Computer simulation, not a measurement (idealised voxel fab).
Documented hereafter: the process module known as voxel self aligned contacts.
Each square cell in cross-section cut measures 5 nm, and the section as a whole is 210 nm wide.
Think of the cross-section as a grid of square cells. We describe it in bands, top to bottom, and each band covers one or more rows of those cells.
Heights first: top, then bottom, in nm. Then materials, left to right, each with a width in nm. "all across" on a single material: fills the band edge to edge. "blank": empty space.
Zero point of the height axis is 0; under it, received wafer = one material. Lowest band: continues down indefinitely, "0 and below".
It should be noted that a width expressed as "30 to 40" varies in equal increments from row to row of cells within the band, taking the value of the first number at the top row and that of the second number at the bottom row.
No cell of the cross-section changed in a step that is given as "stayed the same".
For the entry "Closed void listing", the listed items are empty spaces with no open way to the top whose size is 8 cells or more; each item follows the pattern width x height at distance, where distance is from the left edge and all three are in nm.
If you see something after the settings on a step's line, that's the simulator's own remark about that step.
Regarding "overlay nm": on a step with a mask, it is the distance the mask lay to the right of its planned place; a negative value places it to the left.
## Intended process steps
| 1 | RECEIVE [material Si] |
| 2 | OXIDIZE [depth nm 5] |
| 3 | DIRECTIONAL_DEP [material polySi] [thk nm 30] |
| 4 | DIRECTIONAL_DEP [material SiN] [thk nm 20] |
| 5 | MASKED_ETCH [tone cover] [mask id GATE] [width nm 25] [pitch nm 60] [etch materials SiN] [depth nm 20] [overlay nm 0] |
| 6 | MASKED_ETCH [tone cover] [mask id GATE] [width nm 25] [pitch nm 60] [etch materials polySi] [depth nm 30] [overlay nm 0] |
| 7 | CONFORMAL_DEP [material SiN] [thk nm 10] |
| 8 | DIRECTIONAL_ETCH [etch materials SiN] [depth nm 10] |
| 9 | FILL_DEP [material SiO2] [thk nm 15] |
| 10 | CMP [height nm 60] |
| 11 | MASKED_ETCH [tone open] [mask id CONTACT] [width nm 45] [etch materials SiO2] [depth nm 65] [overlay nm 0] |
| 12 | CONFORMAL_DEP [material TiN] [thk nm 5] |
| 13 | FILL_DEP [material W] [thk nm 10] |
| 14 | CMP [height nm 60] |
| 15 | CONFORMAL_DEP [material SiN] [thk nm 5] |
## Cross-section: wafer on arrival = after step 1
- 0 and below = Si all across
- Closed void listing: none
## First wafer of two, sectioned at end of module; run went per plan
- 65 down to 60 = SiN all across
- 60 down to 50 = SiO2=80  TiN=5 to 20  W=35 to 5  TiN=5 to 20  SiO2=85
- 50 down to 30 = SiO2=50  SiN=45  TiN=5  W=5  TiN=5  SiN=45  SiO2=55
- 30 down to 0 = SiO2=50  SiN=10  polySi=25  SiN=10  TiN=5  W=5  TiN=5  SiN=10  polySi=25  SiN=10  SiO2=55
- 0 down to -5 = SiO2=95  TiN=15  SiO2=100
- -5 and below = Si all across
- Closed void listing: none
## second wafer at the end: like start, like plan, one mistake
- 65 down to 60 = SiN all across
- 60 down to 55 = SiO2=80  TiN=5  W=35  TiN=5  SiO2=85
- 55 down to 50 = SiO2=80  TiN=45  SiO2=85
- 50 down to 30 = SiN=70  SiO2=5  SiN=55  SiO2=5  SiN=75
- 30 down to 0 = polySi all across
- 0 down to -5 = SiO2 all across
- -5 and below = Si all across
- Closed void listing: none
Short version of what went wrong: step 5, actual vs plan mismatch, actual run MASKED_ETCH [tone open] [mask id GATE] [width nm 25] [pitch nm 60] [etch materials SiN] [depth nm 20] [overlay nm 0]
Looking at both finished wafers in cells, the second ends up ahead of or behind the first on some materials: SiN +40; SiO2 -199; TiN -22; W -11; polySi +192
